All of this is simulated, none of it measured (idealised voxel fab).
process module | voxel self aligned contacts
cross-section cut | 300 nm wide | cells 5 nm
A cross-section is a grid of square cells, given in bands from the top down. A band is one or more rows of cells.
Each band's line starts with the height of the band's top and of its bottom, in nm. Then come its materials from left to right, each with its width in nm. One material with "throughout" fills the band from edge to edge. "air" is empty space.
Height 0 is the level under which the wafer as received is all one material. The lowest band goes on downwards, as in "0 down".
A width such as "30 to 40" changes by the same amount from each row of cells to the next, from the band's top row to its bottom row.
"no change" after a step means that no cell of the cross-section changed.
closed voids: empty space of 8 cells or more with no open way to the top, each as width x height at its distance from the left edge, in nm
after a step's settings: what the simulator itself notes on the step
overlay nm, on a step with a mask: how far to the right of its planned place the mask lay; to the left if negative
plan
1 op RECEIVE | material Si
2 op CONFORMAL_DEP | material SiO2 | thk nm 5
3 op DIRECTIONAL_DEP | material polySi | thk nm 20
4 op DIRECTIONAL_DEP | material SiN | thk nm 15
5 op PATTERN | tone cover | mask id GATE | material resist | width nm 25 | pitch nm 60 | thk nm 15 | overlay nm 0
6 op DIRECTIONAL_ETCH | etch materials SiN | depth nm 15
7 op DIRECTIONAL_ETCH | etch materials polySi | depth nm 20
8 op STRIP | etch materials resist
9 op CONFORMAL_DEP | material SiN | thk nm 5
10 op DIRECTIONAL_ETCH | etch materials SiN | depth nm 5
11 op FILL_DEP | material SiO2 | thk nm 15
12 op CMP | height nm 50
13 op PATTERN | tone open | mask id CONTACT | material resist | width nm 45 | pitch nm 60 | thk nm 15 | overlay nm 0
14 op DIRECTIONAL_ETCH | etch materials SiO2 | depth nm 50
15 op STRIP | etch materials resist
16 op CONFORMAL_DEP | material TiN | thk nm 5
17 op FILL_DEP | material W | thk nm 10
18 op CMP | height nm 50
19 op CONFORMAL_DEP | material SiCN | thk nm 5
as received, after step 1
  0 down: Si throughout
  closed voids: none
first wafer at the end, as planned
  55 to 50: SiCN throughout
  50 to 40: SiO2 95 | TiN 5 to 15 | W 35 to 15 | TiN 5 to 15 | SiO2 15 | TiN 5 to 15 | W 35 to 15 | TiN 5 to 15 | SiO2 100
  40 to 25: SiO2 70 | SiN 35 | TiN 5 | W 15 | TiN 5 | SiN 35 | TiN 5 | W 15 | TiN 5 | SiN 35 | SiO2 75
  25 to 5: SiO2 70 | SiN 5 | polySi 25 | SiN 5 | TiN 5 | W 15 | TiN 5 | SiN 5 | polySi 25 | SiN 5 | TiN 5 | W 15 | TiN 5 | SiN 5 | polySi 25 | SiN 5 | SiO2 75
  5 to 0: SiO2 105 | TiN 25 | SiO2 35 | TiN 25 | SiO2 110
  0 down: Si throughout
  closed voids: none
second wafer at the end: like start, like plan, one mistake
  55 to 50: SiCN throughout
  50 to 40: SiO2 95 | TiN 5 to 15 | W 35 to 15 | TiN 5 to 15 | SiO2 15 | TiN 5 to 15 | W 35 to 15 | TiN 5 to 15 | SiO2 100
  40 to 25: SiO2 70 | SiN 35 | TiN 5 | W 15 | TiN 5 | SiN 35 | TiN 5 | W 15 | TiN 5 | SiN 35 | SiO2 75
  25 to 20: SiO2 70 | SiN 5 | polySi 25 | SiN 5 | TiN 5 | W 15 | TiN 5 | SiN 5 | polySi 25 | SiN 5 | TiN 5 | W 15 | TiN 5 | SiN 5 | polySi 25 | SiN 5 | SiO2 75
  20 to 15: SiO2 70 | SiN 5 | polySi 25 | SiN 5 | TiN 25 | SiN 5 | polySi 25 | SiN 5 | TiN 25 | SiN 5 | polySi 25 | SiN 5 | SiO2 75
  15 to 5: polySi throughout
  5 to 0: SiO2 throughout
  0 down: Si throughout
  closed voids: none
what went wrong: step 7 ran as: op DIRECTIONAL_ETCH | etch materials polySi | depth nm 10
at the end the second wafer has, in cells: 12 fewer of SiN | 48 fewer of SiO2 | 12 fewer of TiN | 18 fewer of W | 90 more of polySi
